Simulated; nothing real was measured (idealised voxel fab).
process module | voxel released beams
cross-section cut | 300 nm wide | cells 5 nm
A cross-section is a grid of square cells, given in bands from the top down. A band is one or more rows of cells.
Each band's line starts with the height of the band's top and of its bottom, in nm. Then come its materials from left to right, each with its width in nm. One material with "throughout" fills the band from edge to edge. "air" is empty space.
Height 0 is the level under which the wafer as received is all one material. The lowest band goes on downwards, as in "0 down".
A width such as "30 to 40" changes by the same amount from each row of cells to the next, from the band's top row to its bottom row.
"no change" after a step means that no cell of the cross-section changed.
closed voids: empty space of 8 cells or more with no open way to the top, each as width x height at its distance from the left edge, in nm
after a step's settings: what the simulator itself notes on the step
overlay nm, on a step with a mask: how far to the right of its planned place the mask lay; to the left if negative
plan
1 op RECEIVE | material Si
2 op CONFORMAL_DEP | material SiN | thk nm 5
3 op DIRECTIONAL_DEP | material SiO2 | thk nm 10
4 op DIRECTIONAL_DEP | material aC | thk nm 10
5 op PATTERN | tone open | mask id ANCHOR | material resist | width nm 40 | thk nm 25 | overlay nm -15
6 op DIRECTIONAL_ETCH | etch materials aC | depth nm 10
7 op STRIP | etch materials resist
8 op DIRECTIONAL_ETCH | etch materials SiO2 | depth nm 10
9 op STRIP | etch materials aC
10 op CONFORMAL_DEP | material W | thk nm 15
11 op DIRECTIONAL_DEP | material aC | thk nm 15
12 op PATTERN | tone cover | mask id BEAM | material resist | width nm 90 | thk nm 30 | overlay nm 0
13 op DIRECTIONAL_ETCH | etch materials aC | depth nm 15
14 op STRIP | etch materials resist
15 op DIRECTIONAL_ETCH | etch materials W | depth nm 15
16 op STRIP | etch materials aC
17 op STRIP | etch materials SiO2
varied across the wafers: overlay nm of step 5. The plan shows the first wafer's value. All wafers start alike
first wafer as received, after step 1
  0 down: Si throughout
  closed voids: none
each wafer at the end: cells of each material gained (+) or lost (-) since it was received, then its closed voids
overlay nm -15 | +60 SiN | +66 W | closed voids: none
overlay nm -10 | +60 SiN | +66 W | closed voids: none
overlay nm -5 | +60 SiN | +66 W | closed voids: none
overlay nm 0 | +60 SiN | +66 W | closed voids: none
overlay nm 5 | +60 SiN | +66 W | closed voids: none
overlay nm 10 | +60 SiN | +66 W | closed voids: none
overlay nm 15 | +60 SiN | +66 W | closed voids: none
